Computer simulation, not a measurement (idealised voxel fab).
Process module in this document: voxel transistor to metal
The figure presents cross-section cut, which has a width of 195 nm and is divided into square cells with an edge length of 5 nm.
Cross-section format: a grid of square cells, given as bands from top to bottom; each band is one or more rows of cells.
This entry defines a band. It first specifies the height of the band's top and the height of its bottom in nm, and then specifies the band's materials from left to right, stating each material with its width in nm. The word "throughout" identifies a single material that fills the band from edge to edge, while the word "empty" identifies empty space.
Height is counted from the level 0, under which the received wafer is composed throughout of one material. The lowest of the bands is not closed at the bottom but continues downward, in the notation "0 down".
It should be noted that a width expressed as "30->40" varies in equal increments from row to row of cells within the band, taking the value of the first number at the top row and that of the second number at the bottom row.
Key: "nothing altered" - step with no changed cell in the cross-section.
This entry, "Internal closed voids", enumerates those empty regions of no fewer than 8 cells that possess no open connection to the top. Each region is reported in the form width x height at distance, the distance being taken from the left edge, with all three quantities expressed in nm.
Note: text after step settings on the step line = simulator remark on that step.
Each step line may optionally specify "overlay nm", which for a step with a mask gives the rightward distance between the mask's planned place and where it lay, a negative value indicating the leftward direction.
### Listed below are the process steps as planned
- 1: op RECEIVE | material Si
- 2: op OXIDIZE | depth nm 5
- 3: op CONFORMAL_DEP | material SiN | thk nm 10
- 4: op DIRECTIONAL_DEP | material aC | thk nm 10
- 5: op PATTERN | tone cover | mask id ACTIVE | material resist | width nm 115 | thk nm 30 | overlay nm 0
- 6: op DIRECTIONAL_ETCH | etch materials aC | depth nm 10
- 7: op STRIP | etch materials resist
- 8: op DIRECTIONAL_ETCH | etch materials SiN | depth nm 10
- 9: op DIRECTIONAL_ETCH | etch materials SiO2 | depth nm 5
- 10: op DIRECTIONAL_ETCH | etch materials Si | depth nm 20
- 11: op STRIP | etch materials aC
- 12: op OXIDIZE | depth nm 5
- 13: op FILL_DEP | material SiO2 | thk nm 5
- 14: op CMP | height nm 10
- 15: op SELECTIVE_ETCH | etch materials SiO2 | depth nm 10
- 16: op STRIP | etch materials SiN
- 17: op SELECTIVE_ETCH | etch materials SiO2 | depth nm 5
- 18: op OXIDIZE | depth nm 5
- 19: op DIRECTIONAL_DEP | material polySi | thk nm 30
- 20: op DIRECTIONAL_DEP | material SiCN | thk nm 15
- 21: op PATTERN | tone cover | mask id GATE | material resist | width nm 25 | thk nm 20 | overlay nm 0
- 22: op DIRECTIONAL_ETCH | etch materials SiCN | depth nm 25
- 23: op DIRECTIONAL_ETCH | etch materials polySi | depth nm 40
- 24: op STRIP | etch materials resist
- 25: op CONFORMAL_DEP | material SiO2 | thk nm 5
- 26: op DIRECTIONAL_ETCH | etch materials SiO2 | depth nm 5
- 27: op CONFORMAL_DEP | material SiN | thk nm 5
- 28: op DIRECTIONAL_ETCH | etch materials SiN | depth nm 5
- 29: op DIRECTIONAL_ETCH | etch materials SiO2 | depth nm 5
- 30: op DIRECTIONAL_ETCH | etch materials Si | depth nm 10
- 31: op EPI | material nSi | thk nm 10
- 32: op FILL_DEP | material SiO2 | thk nm 10
- 33: op CMP | height nm 25
- 34: op STRIP | etch materials polySi
- 35: op SELECTIVE_ETCH | etch materials SiO2 | depth nm 5
- 36: op CONFORMAL_DEP | material HfO2 | thk nm 5
- 37: op CONFORMAL_DEP | material TiN | thk nm 5
- 38: op FILL_DEP | material W | thk nm 10
- 39: op CMP | height nm 20
- 40: op DIRECTIONAL_DEP | material SiO2 | thk nm 10
- 41: op MASKED_ETCH | tone open | mask id CONTACT | width nm 20 | pitch nm 85 | etch materials SiO2 | depth nm 40 | overlay nm 0
- 42: op CONFORMAL_DEP | material TiN | thk nm 5
- 43: op FILL_DEP | material W | thk nm 5
- 44: op CMP | height nm 30
- 45: op CONFORMAL_DEP | material SiN | thk nm 5
- 46: op DIRECTIONAL_DEP | material SiO2 | thk nm 20
- 47: op MASKED_ETCH | tone open | mask id METAL_1 | width nm 20 | pitch nm 85 | etch materials SiO2 | depth nm 20 | overlay nm 0
- 48: op MASKED_ETCH | tone open | mask id METAL_1 | width nm 20 | pitch nm 85 | etch materials SiN | depth nm 5 | overlay nm 0
- 49: op CONFORMAL_DEP | material TiN | thk nm 5
- 50: op FILL_DEP | material W | thk nm 10
- 51: op CMP | height nm 55
- 52: op EPI | material Ru | thk nm 5
- 53: op FILL_DEP | material SiCN | thk nm 5
- 54: op DIRECTIONAL_DEP | material lowk | thk nm 30
- 55: op DIRECTIONAL_DEP | material aC | thk nm 15
- 56: op PATTERN | tone open | mask id METAL_2_HOLES | material resist | width nm 15 | pitch nm 85 | thk nm 30 | overlay nm 0
- 57: op DIRECTIONAL_ETCH | etch materials aC | depth nm 15
- 58: op STRIP | etch materials resist
- 59: op DIRECTIONAL_ETCH | etch materials lowk | depth nm 30
- 60: op STRIP | etch materials aC
- 61: op MASKED_ETCH | tone open | mask id METAL_2 | width nm 20 | pitch nm 85 | etch materials lowk | depth nm 20 | overlay nm 0
- 62: op MASKED_ETCH | tone open | mask id METAL_2 | width nm 20 | pitch nm 85 | etch materials SiCN | depth nm 5 | overlay nm 0
- 63: op CONFORMAL_DEP | material TiN | thk nm 5
- 64: op FILL_DEP | material Cu | thk nm 10
- 65: op CMP | height nm 95
- 66: op CONFORMAL_DEP | material SiN | thk nm 5
### First wafer, two in total, run as planned
### Wafer at receipt (post step 1), cross-section
	0 down | Si throughout
	Internal closed voids: none
### Presented here is a cross-section of the wafer after step 2 has been performed
	0 to -5 | SiO2 throughout
	All layers under -5 are left as they were.
### Presented here is a cross-section of the wafer after step 3 has been performed
	10 to 0 | SiN throughout
	All layers under 0 are left as they were.
### Presented here is a cross-section of the wafer after step 4 has been performed
	20 to 10 | aC throughout
	All layers under 10 are left as they were.
### Presented here is a cross-section of the wafer after step 5 has been performed
	50 to 20 | empty=40, then resist=115, then empty=40
	All layers under 20 are left as they were.
### Presented here is a cross-section of the wafer after step 6 has been performed
	40 to 20 | empty=40, then resist=115, then empty=40
	20 to 10 | empty=40, then aC=115, then empty=40
	All layers under 10 are left as they were.
### Presented here is a cross-section of the wafer after step 7 has been performed
	20 to 10 | empty=40, then aC=115, then empty=40
	All layers under 10 are left as they were.
### Presented here is a cross-section of the wafer after step 8 has been performed
	20 to 10 | empty=40, then aC=115, then empty=40
	10 to 0 | empty=40, then SiN=115, then empty=40
	All layers under 0 are left as they were.
### Presented here is a cross-section of the wafer after step 9 has been performed
	20 to 10 | empty=40, then aC=115, then empty=40
	10 to 0 | empty=40, then SiN=115, then empty=40
	0 to -5 | empty=40, then SiO2=115, then empty=40
	All layers under -5 are left as they were.
### Presented here is a cross-section of the wafer after step 10 has been performed
	20 to 10 | empty=40, then aC=115, then empty=40
	10 to 0 | empty=40, then SiN=115, then empty=40
	0 to -5 | empty=40, then SiO2=115, then empty=40
	-5 to -25 | empty=40, then Si=115, then empty=40
	All layers under -25 are left as they were.
### Presented here is a cross-section of the wafer after step 11 has been performed
	10 to 0 | empty=40, then SiN=115, then empty=40
	All layers under 0 are left as they were.
### Presented here is a cross-section of the wafer after step 12 has been performed
	10 to 0 | empty=40, then SiN=115, then empty=40
	0 to -5 | empty=40, then SiO2=115, then empty=40
	-5 to -25 | empty=40, then SiO2=5, then Si=105, then SiO2=5, then empty=40
	-25 to -30 | SiO2=45, then Si=105, then SiO2=45
	All layers under -30 are left as they were.
### Presented here is a cross-section of the wafer after step 13 has been performed
	15 to 10 | SiO2 throughout
	10 to 0 | SiO2=40, then SiN=115, then SiO2=40
	0 to -5 | SiO2 throughout
	-5 to -30 | SiO2=45, then Si=105, then SiO2=45
	All layers under -30 are left as they were.
### Presented here is a cross-section of the wafer after step 14 has been performed
	10 to 0 | SiO2=40, then SiN=115, then SiO2=40
	All layers under 0 are left as they were.
### Presented here is a cross-section of the wafer after step 15 has been performed
	10 to 0 | empty=40, then SiN=115, then empty=40
	All layers under 0 are left as they were.
### Presented here is a cross-section of the wafer after step 16 has been performed
	0 to -5 | SiO2 throughout
	All layers under -5 are left as they were.
### Presented here is a cross-section of the wafer after step 17 has been performed
	-5 to -30 | SiO2=45, then Si=105, then SiO2=45
	All layers under -30 are left as they were.
### Presented here is a cross-section of the wafer after step 18 has been performed
	-5 to -10 | SiO2 throughout
	All layers under -10 are left as they were.
### Presented here is a cross-section of the wafer after step 19 has been performed
	25 to -5 | polySi throughout
	All layers under -5 are left as they were.
### Presented here is a cross-section of the wafer after step 20 has been performed
	40 to 25 | SiCN throughout
	All layers under 25 are left as they were.
### Presented here is a cross-section of the wafer after step 21 has been performed
	60 to 40 | empty=85, then resist=25, then empty=85
	All layers under 40 are left as they were.
### Presented here is a cross-section of the wafer after step 22 has been performed
	60 to 40 | empty=85, then resist=25, then empty=85
	40 to 25 | empty=85, then SiCN=25, then empty=85
	All layers under 25 are left as they were.
### Presented here is a cross-section of the wafer after step 23 has been performed
	60 to 40 | empty=85, then resist=25, then empty=85
	40 to 25 | empty=85, then SiCN=25, then empty=85
	25 to -5 | empty=85, then polySi=25, then empty=85
	All layers under -5 are left as they were.
### Presented here is a cross-section of the wafer after step 24 has been performed
	40 to 25 | empty=85, then SiCN=25, then empty=85
	All layers under 25 are left as they were.
### Presented here is a cross-section of the wafer after step 25 has been performed
	45 to 40 | empty=80, then SiO2=35, then empty=80
	40 to 25 | empty=80, then SiO2=5, then SiCN=25, then SiO2=5, then empty=80
	25 to 0 | empty=80, then SiO2=5, then polySi=25, then SiO2=5, then empty=80
	0 to -5 | SiO2=85, then polySi=25, then SiO2=85
	All layers under -5 are left as they were.
### Presented here is a cross-section of the wafer after step 26 has been performed
	40 to 25 | empty=80, then SiO2=5, then SiCN=25, then SiO2=5, then empty=80
	25 to -5 | empty=80, then SiO2=5, then polySi=25, then SiO2=5, then empty=80
	All layers under -5 are left as they were.
### Presented here is a cross-section of the wafer after step 27 has been performed
	45 to 40 | empty=75, then SiN=45, then empty=75
	40 to 25 | empty=75, then SiN=5, then SiO2=5, then SiCN=25, then SiO2=5, then SiN=5, then empty=75
	25 to 0 | empty=75, then SiN=5, then SiO2=5, then polySi=25, then SiO2=5, then SiN=5, then empty=75
	0 to -5 | SiN=80, then SiO2=5, then polySi=25, then SiO2=5, then SiN=80
	All layers under -5 are left as they were.
### Presented here is a cross-section of the wafer after step 28 has been performed
	40 to 25 | empty=75, then SiN=5, then SiO2=5, then SiCN=25, then SiO2=5, then SiN=5, then empty=75
	25 to -5 | empty=75, then SiN=5, then SiO2=5, then polySi=25, then SiO2=5, then SiN=5, then empty=75
	All layers under -5 are left as they were.
### Presented here is a cross-section of the wafer after step 29 has been performed
	40 to 35 | empty=75, then SiN=5, then empty=5, then SiCN=25, then empty=5, then SiN=5, then empty=75
	35 to 25 | empty=75, then SiN=5, then SiO2=5, then SiCN=25, then SiO2=5, then SiN=5, then empty=75
	25 to -5 | empty=75, then SiN=5, then SiO2=5, then polySi=25, then SiO2=5, then SiN=5, then empty=75
	-5 to -10 | empty=75, then SiO2=45, then empty=75
	All layers under -10 are left as they were.
### Presented here is a cross-section of the wafer after step 30 has been performed
	40 to 35 | empty=75, then SiN=5, then empty=5, then SiCN=25, then empty=5, then SiN=5, then empty=75
	35 to 25 | empty=75, then SiN=5, then SiO2=5, then SiCN=25, then SiO2=5, then SiN=5, then empty=75
	25 to -5 | empty=75, then SiN=5, then SiO2=5, then polySi=25, then SiO2=5, then SiN=5, then empty=75
	-5 to -10 | empty=75, then SiO2=45, then empty=75
	-10 to -20 | SiO2=45, then empty=30, then Si=45, then empty=30, then SiO2=45
	All layers under -20 are left as they were.
### Presented here is a cross-section of the wafer after step 31 has been performed
	40 to 35 | empty=75, then SiN=5, then empty=5, then SiCN=25, then empty=5, then SiN=5, then empty=75
	35 to 25 | empty=75, then SiN=5, then SiO2=5, then SiCN=25, then SiO2=5, then SiN=5, then empty=75
	25 to 0 | empty=75, then SiN=5, then SiO2=5, then polySi=25, then SiO2=5, then SiN=5, then empty=75
	0 to -5 | empty=65, then nSi=10, then SiN=5, then SiO2=5, then polySi=25, then SiO2=5, then SiN=5, then nSi=10, then empty=65
	-5 to -10 | empty=65, then nSi=10, then SiO2=45, then nSi=10, then empty=65
	-10 to -20 | SiO2=45, then nSi=30, then Si=45, then nSi=30, then SiO2=45
	All layers under -20 are left as they were.
### Presented here is a cross-section of the wafer after step 32 has been performed
	50 to 40 | SiO2 throughout
	40 to 25 | SiO2=75, then SiN=5, then SiO2=5, then SiCN=25, then SiO2=5, then SiN=5, then SiO2=75
	25 to 0 | SiO2=75, then SiN=5, then SiO2=5, then polySi=25, then SiO2=5, then SiN=5, then SiO2=75
	0 to -5 | SiO2=65, then nSi=10, then SiN=5, then SiO2=5, then polySi=25, then SiO2=5, then SiN=5, then nSi=10, then SiO2=65
	-5 to -10 | SiO2=65, then nSi=10, then SiO2=45, then nSi=10, then SiO2=65
	All layers under -10 are left as they were.
### Presented here is a cross-section of the wafer after step 33 has been performed
	25 to 0 | SiO2=75, then SiN=5, then SiO2=5, then polySi=25, then SiO2=5, then SiN=5, then SiO2=75
	All layers under 0 are left as they were.
### Presented here is a cross-section of the wafer after step 34 has been performed
	25 to 0 | SiO2=75, then SiN=5, then SiO2=5, then empty=25, then SiO2=5, then SiN=5, then SiO2=75
	0 to -5 | SiO2=65, then nSi=10, then SiN=5, then SiO2=5, then empty=25, then SiO2=5, then SiN=5, then nSi=10, then SiO2=65
	All layers under -5 are left as they were.
### Presented here is a cross-section of the wafer after step 35 has been performed
	25 to 20 | empty=75, then SiN=5, then empty=35, then SiN=5, then empty=75
	20 to 0 | SiO2=75, then SiN=5, then empty=35, then SiN=5, then SiO2=75
	0 to -5 | SiO2=65, then nSi=10, then SiN=5, then empty=35, then SiN=5, then nSi=10, then SiO2=65
	-5 to -10 | SiO2=65, then nSi=10, then SiO2=5, then empty=35, then SiO2=5, then nSi=10, then SiO2=65
	All layers under -10 are left as they were.
### Presented here is a cross-section of the wafer after step 36 has been performed
	30 to 25 | empty=70, then HfO2=15, then empty=25, then HfO2=15, then empty=70
	25 to 20 | HfO2=75, then SiN=5, then HfO2=5, then empty=25, then HfO2=5, then SiN=5, then HfO2=75
	20 to 0 | SiO2=75, then SiN=5, then HfO2=5, then empty=25, then HfO2=5, then SiN=5, then SiO2=75
	0 to -5 | SiO2=65, then nSi=10, then SiN=5, then HfO2=5, then empty=25, then HfO2=5, then SiN=5, then nSi=10, then SiO2=65
	-5 to -10 | SiO2=65, then nSi=10, then SiO2=5, then HfO2=35, then SiO2=5, then nSi=10, then SiO2=65
	All layers under -10 are left as they were.
### Presented here is a cross-section of the wafer after step 37 has been performed
	35 to 30 | empty=65, then TiN=25, then empty=15, then TiN=25, then empty=65
	30 to 25 | TiN=70, then HfO2=15, then TiN=5, then empty=15, then TiN=5, then HfO2=15, then TiN=70
	25 to 20 | HfO2=75, then SiN=5, then HfO2=5, then TiN=5, then empty=15, then TiN=5, then HfO2=5, then SiN=5, then HfO2=75
	20 to 0 | SiO2=75, then SiN=5, then HfO2=5, then TiN=5, then empty=15, then TiN=5, then HfO2=5, then SiN=5, then SiO2=75
	0 to -5 | SiO2=65, then nSi=10, then SiN=5, then HfO2=5, then TiN=25, then HfO2=5, then SiN=5, then nSi=10, then SiO2=65
	All layers under -5 are left as they were.
### Presented here is a cross-section of the wafer after step 38 has been performed
	45 to 35 | W throughout
	35 to 30 | W=65, then TiN=25, then W=15, then TiN=25, then W=65
	30 to 25 | TiN=70, then HfO2=15, then TiN=5, then W=15, then TiN=5, then HfO2=15, then TiN=70
	25 to 20 | HfO2=75, then SiN=5, then HfO2=5, then TiN=5, then W=15, then TiN=5, then HfO2=5, then SiN=5, then HfO2=75
	20 to 0 | SiO2=75, then SiN=5, then HfO2=5, then TiN=5, then W=15, then TiN=5, then HfO2=5, then SiN=5, then SiO2=75
	All layers under 0 are left as they were.
### Presented here is a cross-section of the wafer after step 39 has been performed
	20 to 0 | SiO2=75, then SiN=5, then HfO2=5, then TiN=5, then W=15, then TiN=5, then HfO2=5, then SiN=5, then SiO2=75
	All layers under 0 are left as they were.
### Presented here is a cross-section of the wafer after step 40 has been performed
	30 to 20 | SiO2 throughout
	All layers under 20 are left as they were.
### Presented here is a cross-section of the wafer after step 41 has been performed
	30 to 20 | SiO2=45, then empty=20, then SiO2=65, then empty=20, then SiO2=45
	20 to 0 | SiO2=45, then empty=20, then SiO2=10, then SiN=5, then HfO2=5, then TiN=5, then W=15, then TiN=5, then HfO2=5, then SiN=5, then SiO2=10, then empty=20, then SiO2=45
	0 to -5 | SiO2=45, then empty=20, then nSi=10, then SiN=5, then HfO2=5, then TiN=25, then HfO2=5, then SiN=5, then nSi=10, then empty=20, then SiO2=45
	-5 to -10 | SiO2=45, then empty=20, then nSi=10, then SiO2=5, then HfO2=35, then SiO2=5, then nSi=10, then empty=20, then SiO2=45
	All layers under -10 are left as they were.
### Presented here is a cross-section of the wafer after step 42 has been performed
	35 to 30 | TiN=50, then empty=10, then TiN=75, then empty=10, then TiN=50
	30 to 20 | SiO2=45, then TiN=5, then empty=10, then TiN=5, then SiO2=65, then TiN=5, then empty=10, then TiN=5, then SiO2=45
	20 to 0 | SiO2=45, then TiN=5, then empty=10, then TiN=5, then SiO2=10, then SiN=5, then HfO2=5, then TiN=5, then W=15, then TiN=5, then HfO2=5, then SiN=5, then SiO2=10, then TiN=5, then empty=10, then TiN=5, then SiO2=45
	0 to -5 | SiO2=45, then TiN=5, then empty=10, then TiN=5, then nSi=10, then SiN=5, then HfO2=5, then TiN=25, then HfO2=5, then SiN=5, then nSi=10, then TiN=5, then empty=10, then TiN=5, then SiO2=45
	-5 to -10 | SiO2=45, then TiN=20, then nSi=10, then SiO2=5, then HfO2=35, then SiO2=5, then nSi=10, then TiN=20, then SiO2=45
	All layers under -10 are left as they were.
### Presented here is a cross-section of the wafer after step 43 has been performed
	40 to 35 | W throughout
	35 to 30 | TiN=50, then W=10, then TiN=75, then W=10, then TiN=50
	30 to 20 | SiO2=45, then TiN=5, then W=10, then TiN=5, then SiO2=65, then TiN=5, then W=10, then TiN=5, then SiO2=45
	20 to 0 | SiO2=45, then TiN=5, then W=10, then TiN=5, then SiO2=10, then SiN=5, then HfO2=5, then TiN=5, then W=15, then TiN=5, then HfO2=5, then SiN=5, then SiO2=10, then TiN=5, then W=10, then TiN=5, then SiO2=45
	0 to -5 | SiO2=45, then TiN=5, then W=10, then TiN=5, then nSi=10, then SiN=5, then HfO2=5, then TiN=25, then HfO2=5, then SiN=5, then nSi=10, then TiN=5, then W=10, then TiN=5, then SiO2=45
	All layers under -5 are left as they were.
### Presented here is a cross-section of the wafer after step 44 has been performed
	30 to 20 | SiO2=45, then TiN=5, then W=10, then TiN=5, then SiO2=65, then TiN=5, then W=10, then TiN=5, then SiO2=45
	All layers under 20 are left as they were.
### Presented here is a cross-section of the wafer after step 45 has been performed
	35 to 30 | SiN throughout
	All layers under 30 are left as they were.
### Presented here is a cross-section of the wafer after step 46 has been performed
	55 to 35 | SiO2 throughout
	All layers under 35 are left as they were.
### Presented here is a cross-section of the wafer after step 47 has been performed
	55 to 35 | SiO2=45, then empty=20, then SiO2=65, then empty=20, then SiO2=45
	All layers under 35 are left as they were.
### Presented here is a cross-section of the wafer after step 48 has been performed
	55 to 35 | SiO2=45, then empty=20, then SiO2=65, then empty=20, then SiO2=45
	35 to 30 | SiN=45, then empty=20, then SiN=65, then empty=20, then SiN=45
	All layers under 30 are left as they were.
### Presented here is a cross-section of the wafer after step 49 has been performed
	60 to 55 | TiN=50, then empty=10, then TiN=75, then empty=10, then TiN=50
	55 to 35 | SiO2=45, then TiN=5, then empty=10, then TiN=5, then SiO2=65, then TiN=5, then empty=10, then TiN=5, then SiO2=45
	35 to 30 | SiN=45, then TiN=20, then SiN=65, then TiN=20, then SiN=45
	All layers under 30 are left as they were.
### Presented here is a cross-section of the wafer after step 50 has been performed
	70 to 60 | W throughout
	60 to 55 | TiN=50, then W=10, then TiN=75, then W=10, then TiN=50
	55 to 35 | SiO2=45, then TiN=5, then W=10, then TiN=5, then SiO2=65, then TiN=5, then W=10, then TiN=5, then SiO2=45
	All layers under 35 are left as they were.
### Presented here is a cross-section of the wafer after step 51 has been performed
	55 to 35 | SiO2=45, then TiN=5, then W=10, then TiN=5, then SiO2=65, then TiN=5, then W=10, then TiN=5, then SiO2=45
	All layers under 35 are left as they were.
### Presented here is a cross-section of the wafer after step 52 has been performed
	60 to 55 | empty=40, then Ru=30, then empty=55, then Ru=30, then empty=40
	All layers under 55 are left as they were.
### Presented here is a cross-section of the wafer after step 53 has been performed
	65 to 60 | SiCN throughout
	60 to 55 | SiCN=40, then Ru=30, then SiCN=55, then Ru=30, then SiCN=40
	All layers under 55 are left as they were.
### Presented here is a cross-section of the wafer after step 54 has been performed
	95 to 65 | lowk throughout
	All layers under 65 are left as they were.
### Presented here is a cross-section of the wafer after step 55 has been performed
	110 to 95 | aC throughout
	All layers under 95 are left as they were.
### Presented here is a cross-section of the wafer after step 56 has been performed
	140 to 110 | resist=45, then empty=15, then resist=70, then empty=15, then resist=50
	All layers under 110 are left as they were.
### Presented here is a cross-section of the wafer after step 57 has been performed
	125 to 110 | resist=45, then empty=15, then resist=70, then empty=15, then resist=50
	110 to 95 | aC=45, then empty=15, then aC=70, then empty=15, then aC=50
	All layers under 95 are left as they were.
### Presented here is a cross-section of the wafer after step 58 has been performed
	110 to 95 | aC=45, then empty=15, then aC=70, then empty=15, then aC=50
	All layers under 95 are left as they were.
### Presented here is a cross-section of the wafer after step 59 has been performed
	110 to 95 | aC=45, then empty=15, then aC=70, then empty=15, then aC=50
	95 to 65 | lowk=45, then empty=15, then lowk=70, then empty=15, then lowk=50
	All layers under 65 are left as they were.
### Presented here is a cross-section of the wafer after step 60 has been performed
	95 to 65 | lowk=45, then empty=15, then lowk=70, then empty=15, then lowk=50
	All layers under 65 are left as they were.
### Presented here is a cross-section of the wafer after step 61 has been performed
	95 to 75 | lowk=45, then empty=20, then lowk=65, then empty=20, then lowk=45
	All layers under 75 are left as they were.
### Presented here is a cross-section of the wafer after step 62 has been performed
	95 to 75 | lowk=45, then empty=20, then lowk=65, then empty=20, then lowk=45
	75 to 65 | lowk=45, then empty=15, then lowk=70, then empty=15, then lowk=50
	65 to 60 | SiCN=45, then empty=15, then SiCN=70, then empty=15, then SiCN=50
	All layers under 60 are left as they were.
### Presented here is a cross-section of the wafer after step 63 has been performed
	100 to 95 | TiN=50, then empty=10, then TiN=75, then empty=10, then TiN=50
	95 to 80 | lowk=45, then TiN=5, then empty=10, then TiN=5, then lowk=65, then TiN=5, then empty=10, then TiN=5, then lowk=45
	80 to 75 | lowk=45, then TiN=5, then empty=5, then TiN=10, then lowk=65, then TiN=5, then empty=5, then TiN=10, then lowk=45
	75 to 65 | lowk=45, then TiN=5, then empty=5, then TiN=5, then lowk=70, then TiN=5, then empty=5, then TiN=5, then lowk=50
	65 to 60 | SiCN=45, then TiN=15, then SiCN=70, then TiN=15, then SiCN=50
	All layers under 60 are left as they were.
### Presented here is a cross-section of the wafer after step 64 has been performed
	110 to 100 | Cu throughout
	100 to 95 | TiN=50, then Cu=10, then TiN=75, then Cu=10, then TiN=50
	95 to 80 | lowk=45, then TiN=5, then Cu=10, then TiN=5, then lowk=65, then TiN=5, then Cu=10, then TiN=5, then lowk=45
	80 to 75 | lowk=45, then TiN=5, then Cu=5, then TiN=10, then lowk=65, then TiN=5, then Cu=5, then TiN=10, then lowk=45
	75 to 65 | lowk=45, then TiN=5, then Cu=5, then TiN=5, then lowk=70, then TiN=5, then Cu=5, then TiN=5, then lowk=50
	All layers under 65 are left as they were.
### Presented here is a cross-section of the wafer after step 65 has been performed
	95 to 80 | lowk=45, then TiN=5, then Cu=10, then TiN=5, then lowk=65, then TiN=5, then Cu=10, then TiN=5, then lowk=45
	All layers under 80 are left as they were.
### Presented here is a cross-section of the wafer after step 66 has been performed
	100 to 95 | SiN throughout
	All layers under 95 are left as they were.
### Now the other wafer: same start, same recipe, but we messed up one thing when running it. Up to and including step 46 it's the same as the first one
### Second wafer at the planned finish of step 47, seen in cross-section
	55 to 35 | SiO2=40, then empty=30, then SiO2=55, then empty=30, then SiO2=40
	All layers under 35 are left as they were.
### Second wafer at the planned finish of step 48, seen in cross-section
	55 to 35 | SiO2=40, then empty=30, then SiO2=55, then empty=30, then SiO2=40
	35 to 30 | SiN=45, then empty=20, then SiN=65, then empty=20, then SiN=45
	All layers under 30 are left as they were.
### Second wafer at the planned finish of step 49, seen in cross-section
	60 to 55 | TiN=45, then empty=20, then TiN=65, then empty=20, then TiN=45
	55 to 40 | SiO2=40, then TiN=5, then empty=20, then TiN=5, then SiO2=55, then TiN=5, then empty=20, then TiN=5, then SiO2=40
	40 to 35 | SiO2=40, then TiN=10, then empty=10, then TiN=10, then SiO2=55, then TiN=10, then empty=10, then TiN=10, then SiO2=40
	35 to 30 | SiN=45, then TiN=20, then SiN=65, then TiN=20, then SiN=45
	All layers under 30 are left as they were.
### Second wafer at the planned finish of step 50, seen in cross-section
	70 to 60 | W throughout
	60 to 55 | TiN=45, then W=20, then TiN=65, then W=20, then TiN=45
	55 to 40 | SiO2=40, then TiN=5, then W=20, then TiN=5, then SiO2=55, then TiN=5, then W=20, then TiN=5, then SiO2=40
	40 to 35 | SiO2=40, then TiN=10, then W=10, then TiN=10, then SiO2=55, then TiN=10, then W=10, then TiN=10, then SiO2=40
	All layers under 35 are left as they were.
### Second wafer at the planned finish of step 51, seen in cross-section
	55 to 40 | SiO2=40, then TiN=5, then W=20, then TiN=5, then SiO2=55, then TiN=5, then W=20, then TiN=5, then SiO2=40
	All layers under 40 are left as they were.
### Second wafer at the planned finish of step 52, seen in cross-section
	60 to 55 | empty=35, then Ru=40, then empty=45, then Ru=40, then empty=35
	All layers under 55 are left as they were.
### Second wafer at the planned finish of step 53, seen in cross-section
	65 to 60 | SiCN throughout
	60 to 55 | SiCN=35, then Ru=40, then SiCN=45, then Ru=40, then SiCN=35
	All layers under 55 are left as they were.
### Second wafer at the planned finish of step 54, seen in cross-section
	95 to 65 | lowk throughout
	All layers under 65 are left as they were.
### Second wafer at the planned finish of step 55, seen in cross-section
	110 to 95 | aC throughout
	All layers under 95 are left as they were.
### Second wafer at the planned finish of step 56, seen in cross-section
	140 to 110 | resist=45, then empty=15, then resist=70, then empty=15, then resist=50
	All layers under 110 are left as they were.
### Second wafer at the planned finish of step 57, seen in cross-section
	125 to 110 | resist=45, then empty=15, then resist=70, then empty=15, then resist=50
	110 to 95 | aC=45, then empty=15, then aC=70, then empty=15, then aC=50
	All layers under 95 are left as they were.
### Second wafer at the planned finish of step 58, seen in cross-section
	110 to 95 | aC=45, then empty=15, then aC=70, then empty=15, then aC=50
	All layers under 95 are left as they were.
### Second wafer at the planned finish of step 59, seen in cross-section
	110 to 95 | aC=45, then empty=15, then aC=70, then empty=15, then aC=50
	95 to 65 | lowk=45, then empty=15, then lowk=70, then empty=15, then lowk=50
	All layers under 65 are left as they were.
### Second wafer at the planned finish of step 60, seen in cross-section
	95 to 65 | lowk=45, then empty=15, then lowk=70, then empty=15, then lowk=50
	All layers under 65 are left as they were.
### Second wafer at the planned finish of step 61, seen in cross-section
	95 to 75 | lowk=45, then empty=20, then lowk=65, then empty=20, then lowk=45
	All layers under 75 are left as they were.
### Second wafer at the planned finish of step 62, seen in cross-section
	95 to 75 | lowk=45, then empty=20, then lowk=65, then empty=20, then lowk=45
	75 to 65 | lowk=45, then empty=15, then lowk=70, then empty=15, then lowk=50
	65 to 60 | SiCN=45, then empty=15, then SiCN=70, then empty=15, then SiCN=50
	All layers under 60 are left as they were.
### Second wafer at the planned finish of step 63, seen in cross-section
	100 to 95 | TiN=50, then empty=10, then TiN=75, then empty=10, then TiN=50
	95 to 80 | lowk=45, then TiN=5, then empty=10, then TiN=5, then lowk=65, then TiN=5, then empty=10, then TiN=5, then lowk=45
	80 to 75 | lowk=45, then TiN=5, then empty=5, then TiN=10, then lowk=65, then TiN=5, then empty=5, then TiN=10, then lowk=45
	75 to 65 | lowk=45, then TiN=5, then empty=5, then TiN=5, then lowk=70, then TiN=5, then empty=5, then TiN=5, then lowk=50
	65 to 60 | SiCN=45, then TiN=15, then SiCN=70, then TiN=15, then SiCN=50
	All layers under 60 are left as they were.
### Second wafer at the planned finish of step 64, seen in cross-section
	110 to 100 | Cu throughout
	100 to 95 | TiN=50, then Cu=10, then TiN=75, then Cu=10, then TiN=50
	95 to 80 | lowk=45, then TiN=5, then Cu=10, then TiN=5, then lowk=65, then TiN=5, then Cu=10, then TiN=5, then lowk=45
	80 to 75 | lowk=45, then TiN=5, then Cu=5, then TiN=10, then lowk=65, then TiN=5, then Cu=5, then TiN=10, then lowk=45
	75 to 65 | lowk=45, then TiN=5, then Cu=5, then TiN=5, then lowk=70, then TiN=5, then Cu=5, then TiN=5, then lowk=50
	All layers under 65 are left as they were.
### Second wafer at the planned finish of step 65, seen in cross-section
	95 to 80 | lowk=45, then TiN=5, then Cu=10, then TiN=5, then lowk=65, then TiN=5, then Cu=10, then TiN=5, then lowk=45
	All layers under 80 are left as they were.
### Second wafer at the planned finish of step 66, seen in cross-section
	100 to 95 | SiN throughout
	All layers under 95 are left as they were.
Error vs. plan: contrary to plan, step 47 was performed as op MASKED_ETCH | tone open | mask id METAL_1 | width nm 30 | pitch nm 85 | etch materials SiO2 | depth nm 20 | overlay nm 0
Heads up, by the end the second wafer has more or fewer cells of some materials compared to the first: Ru +4; SiCN -4; SiO2 -16; TiN +4; W +12
